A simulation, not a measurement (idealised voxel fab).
process module | voxel released beams
cross-section cut | 170 nm wide | cells 5 nm
A cross-section is a grid of square cells, given in bands from the top down. A band is one or more rows of cells.
Each band's line starts with the height of the band's top and of its bottom, in nm. Then come its materials from left to right, each with its width in nm. One material with "throughout" fills the band from edge to edge. "air" is empty space.
Height 0 is the level under which the wafer as received is all one material. The lowest band goes on downwards, as in "0 down".
A width such as "30 to 40" changes by the same amount from each row of cells to the next, from the band's top row to its bottom row.
"no change" after a step means that no cell of the cross-section changed.
closed voids: empty space of 8 cells or more with no open way to the top, each as width x height at its distance from the left edge, in nm
after a step's settings: what the simulator itself notes on the step
overlay nm, on a step with a mask: how far to the right of its planned place the mask lay; to the left if negative
Each pair below shows a cross-section before one step and the cross-section after it, down to the lowest band that changed. The line under each pair gives the step between them, with its settings. The pairs can come from different runs of this module on the same starting wafer, so a pair continues from the pair above only where its "before" says so.
before
  0 down: Si throughout
  closed voids: none
after
  5 to 0: Al2O3 throughout
  below 0: unchanged
  closed voids: none
the step between: op CONFORMAL_DEP | material Al2O3 | thk nm 5
before: the cross-section after the pair above
after
  25 to 5: SiO2 throughout
  below 5: unchanged
  closed voids: none
the step between: op DIRECTIONAL_DEP | material SiO2 | thk nm 20
before: the cross-section after the pair above
after
  45 to 25: resist 45 | air 40 | resist 85
  below 25: unchanged
  closed voids: none
the step between: op PATTERN | tone open | mask id ANCHOR | material resist | width nm 40 | thk nm 20 | overlay nm 0
before: the cross-section after the pair above
after
  45 to 25: resist 45 | air 40 | resist 85
  25 to 5: SiO2 45 | air 40 | SiO2 85
  below 5: unchanged
  closed voids: none
the step between: op DIRECTIONAL_ETCH | etch materials SiO2 | depth nm 20
before: the cross-section after the pair above
after
  25 to 5: SiO2 45 | air 40 | SiO2 85
  below 5: unchanged
  closed voids: none
the step between: op STRIP | etch materials resist
before: the cross-section after the pair above
after
  40 to 25: SiN 60 | air 10 | SiN 100
  25 to 20: SiO2 45 | SiN 15 | air 10 | SiN 15 | SiO2 85
  20 to 5: SiO2 45 | SiN 40 | SiO2 85
  below 5: unchanged
  closed voids: none
the step between: op CONFORMAL_DEP | material SiN | thk nm 15
before: the cross-section after the pair above
after
  40 to 25: air 40 | SiN 20 | air 10 | SiN 55 | air 45
  below 25: unchanged
  closed voids: none
the step between: op MASKED_ETCH | tone cover | mask id BEAM | width nm 85 | etch materials SiN | depth nm 15 | overlay nm 0
before: the cross-section after the pair above
after
  40 to 25: air 40 | SiN 20 | air 10 | SiN 55 | air 45
  25 to 20: air 45 | SiN 15 | air 10 | SiN 15 | air 85
  20 to 5: air 45 | SiN 40 | air 85
  below 5: unchanged
  closed voids: none
the step between: op STRIP | etch materials SiO2
before
  0 down: Si throughout
  closed voids: none
after
  20 to 0: SiO2 throughout
  below 0: unchanged
  closed voids: none
the step between: op DIRECTIONAL_DEP | material SiO2 | thk nm 20
before: the cross-section after the pair above
after
  40 to 20: resist 45 | air 40 | resist 85
  below 20: unchanged
  closed voids: none
the step between: op PATTERN | tone open | mask id ANCHOR | material resist | width nm 40 | thk nm 20 | overlay nm 0
before: the cross-section after the pair above
after
  40 to 20: resist 45 | air 40 | resist 85
  20 to 0: SiO2 45 | air 40 | SiO2 85
  below 0: unchanged
  closed voids: none
the step between: op DIRECTIONAL_ETCH | etch materials SiO2 | depth nm 20
before: the cross-section after the pair above
after
  20 to 0: SiO2 45 | air 40 | SiO2 85
  below 0: unchanged
  closed voids: none
the step between: op STRIP | etch materials resist
before: the cross-section after the pair above
after
  35 to 20: SiN 60 | air 10 | SiN 100
  20 to 15: SiO2 45 | SiN 15 | air 10 | SiN 15 | SiO2 85
  15 to 0: SiO2 45 | SiN 40 | SiO2 85
  below 0: unchanged
  closed voids: none
the step between: op CONFORMAL_DEP | material SiN | thk nm 15
before: the cross-section after the pair above
after
  35 to 20: air 40 | SiN 20 | air 10 | SiN 55 | air 45
  below 20: unchanged
  closed voids: none
the step between: op MASKED_ETCH | tone cover | mask id BEAM | width nm 85 | etch materials SiN | depth nm 15 | overlay nm 0
before: the cross-section after the pair above
after
  35 to 20: air 40 | SiN 20 | air 10 | SiN 55 | air 45
  20 to 15: air 45 | SiN 15 | air 10 | SiN 15 | air 85
  15 to 0: air 45 | SiN 40 | air 85
  below 0: unchanged
  closed voids: none
the step between: op STRIP | etch materials SiO2
before
  40 to 25: SiN 60 | air 10 | SiN 100
  25 to 20: SiO2 45 | SiN 15 | air 10 | SiN 15 | SiO2 85
  20 to 5: SiO2 45 | SiN 40 | SiO2 85
  5 to 0: Al2O3 throughout
  0 down: Si throughout
  closed voids: none
after
  55 to 25: SiN throughout
  25 to 5: SiO2 45 | SiN 40 | SiO2 85
  below 5: unchanged
  closed voids: none
the step between: op CONFORMAL_DEP | material SiN | thk nm 15
before: the cross-section after the pair above
after
  55 to 40: air 40 | SiN 85 | air 45
  below 40: unchanged
  closed voids: none
the step between: op MASKED_ETCH | tone cover | mask id BEAM | width nm 85 | etch materials SiN | depth nm 15 | overlay nm 0
before
  20 to 0: SiO2 throughout
  0 down: Si throughout
  closed voids: none
after
  25 to 20: Al2O3 throughout
  below 20: unchanged
  closed voids: none
the step between: op CONFORMAL_DEP | material Al2O3 | thk nm 5
before: the cross-section after the pair above
after
  45 to 25: resist 45 | air 40 | resist 85
  below 25: unchanged
  closed voids: none
the step between: op PATTERN | tone open | mask id ANCHOR | material resist | width nm 40 | thk nm 20 | overlay nm 0
before: the cross-section after the pair above
after
  25 to 20: Al2O3 throughout
  below 20: unchanged
  closed voids: none
the step between: op STRIP | etch materials resist
before: the cross-section after the pair above
after
  40 to 25: SiN throughout
  below 25: unchanged
  closed voids: none
the step between: op CONFORMAL_DEP | material SiN | thk nm 15
before: the cross-section after the pair above
after
  40 to 25: air 40 | SiN 85 | air 45
  below 25: unchanged
  closed voids: none
the step between: op MASKED_ETCH | tone cover | mask id BEAM | width nm 85 | etch materials SiN | depth nm 15 | overlay nm 0
before
  25 to 5: SiO2 45 | air 40 | SiO2 85
  5 to 0: Al2O3 throughout
  0 down: Si throughout
  closed voids: none
after
  45 to 25: SiN throughout
  25 to 5: SiO2 45 | SiN 40 | SiO2 85
  below 5: unchanged
  closed voids: none
the step between: op CONFORMAL_DEP | material SiN | thk nm 20
before: the cross-section after the pair above
after
  45 to 30: air 40 | SiN 85 | air 45
  below 30: unchanged
  closed voids: none
the step between: op MASKED_ETCH | tone cover | mask id BEAM | width nm 85 | etch materials SiN | depth nm 15 | overlay nm 0
before
  40 to 25: SiN 60 | air 10 | SiN 100
  25 to 20: SiO2 45 | SiN 15 | air 10 | SiN 15 | SiO2 85
  20 to 5: SiO2 45 | SiN 40 | SiO2 85
  5 to 0: Al2O3 throughout
  0 down: Si throughout
  closed voids: none
after
  40 to 25: air 40 | SiN 20 | air 10 | SiN 60 | air 40
  below 25: unchanged
  closed voids: none
the step between: op MASKED_ETCH | tone cover | mask id BEAM | width nm 90 | etch materials SiN | depth nm 15 | overlay nm 0
before: the cross-section after the pair above
after
  40 to 25: air 40 | SiN 20 | air 10 | SiN 60 | air 40
  25 to 20: air 45 | SiN 15 | air 10 | SiN 15 | air 85
  20 to 5: air 45 | SiN 40 | air 85
  below 5: unchanged
  closed voids: none
the step between: op STRIP | etch materials SiO2
before
  40 to 25: SiN 60 | air 10 | SiN 100
  25 to 20: SiO2 45 | SiN 15 | air 10 | SiN 15 | SiO2 85
  20 to 5: SiO2 45 | SiN 40 | SiO2 85
  5 to 0: Al2O3 throughout
  0 down: Si throughout
  closed voids: none
after
  40 to 25: air 45 | SiN 15 | air 10 | SiN 60 | air 40
  below 25: unchanged
  closed voids: none
the step between: op MASKED_ETCH | tone cover | mask id BEAM | width nm 85 | etch materials SiN | depth nm 15 | overlay nm 5
before: the cross-section after the pair above
after
  40 to 25: air 45 | SiN 15 | air 10 | SiN 60 | air 40
  25 to 20: air 45 | SiN 15 | air 10 | SiN 15 | air 85
  20 to 5: air 45 | SiN 40 | air 85
  below 5: unchanged
  closed voids: none
the step between: op STRIP | etch materials SiO2
before
  0 down: Si throughout
  closed voids: none
after
  5 to 0: SiO2 throughout
  below 0: unchanged
  closed voids: none
the step between: op CONFORMAL_DEP | material SiO2 | thk nm 5
before: the cross-section after the pair above
after
  25 to 0: SiO2 throughout
  below 0: unchanged
  closed voids: none
the step between: op DIRECTIONAL_DEP | material SiO2 | thk nm 20
before: the cross-section after the pair above
after
  45 to 25: resist 45 | air 40 | resist 85
  below 25: unchanged
  closed voids: none
the step between: op PATTERN | tone open | mask id ANCHOR | material resist | width nm 40 | thk nm 20 | overlay nm 0
before: the cross-section after the pair above
after
  45 to 25: resist 45 | air 40 | resist 85
  25 to 5: SiO2 45 | air 40 | SiO2 85
  below 5: unchanged
  closed voids: none
the step between: op DIRECTIONAL_ETCH | etch materials SiO2 | depth nm 20
before: the cross-section after the pair above
after
  25 to 5: SiO2 45 | air 40 | SiO2 85
  below 5: unchanged
  closed voids: none
the step between: op STRIP | etch materials resist
before: the cross-section after the pair above
after
  40 to 25: SiN 60 | air 10 | SiN 100
  25 to 20: SiO2 45 | SiN 15 | air 10 | SiN 15 | SiO2 85
  20 to 5: SiO2 45 | SiN 40 | SiO2 85
  below 5: unchanged
  closed voids: none
the step between: op CONFORMAL_DEP | material SiN | thk nm 15
before: the cross-section after the pair above
after
  40 to 25: air 40 | SiN 20 | air 10 | SiN 55 | air 45
  below 25: unchanged
  closed voids: none
the step between: op MASKED_ETCH | tone cover | mask id BEAM | width nm 85 | etch materials SiN | depth nm 15 | overlay nm 0
before: the cross-section after the pair above
after
  0 down: Si throughout
  closed voids: none
the step between: op STRIP | etch materials SiO2
before
  40 to 25: SiN 60 | air 10 | SiN 100
  25 to 20: SiO2 45 | SiN 15 | air 10 | SiN 15 | SiO2 85
  20 to 5: SiO2 45 | SiN 40 | SiO2 85
  5 to 0: Al2O3 throughout
  0 down: Si throughout
  closed voids: none
after
  40 to 25: SiN 40 | air 85 | SiN 45
  25 to 5: SiO2 45 | SiN 15 | air 10 | SiN 15 | SiO2 85
  below 5: unchanged
  closed voids: none
the step between: op MASKED_ETCH | tone open | mask id BEAM | width nm 85 | etch materials SiN | depth nm 15 | overlay nm 0
before: the cross-section after the pair above
after
  25 to 5: air 45 | SiN 15 | air 10 | SiN 15 | air 85
  below 5: unchanged
  closed voids: none
the step between: op STRIP | etch materials SiO2
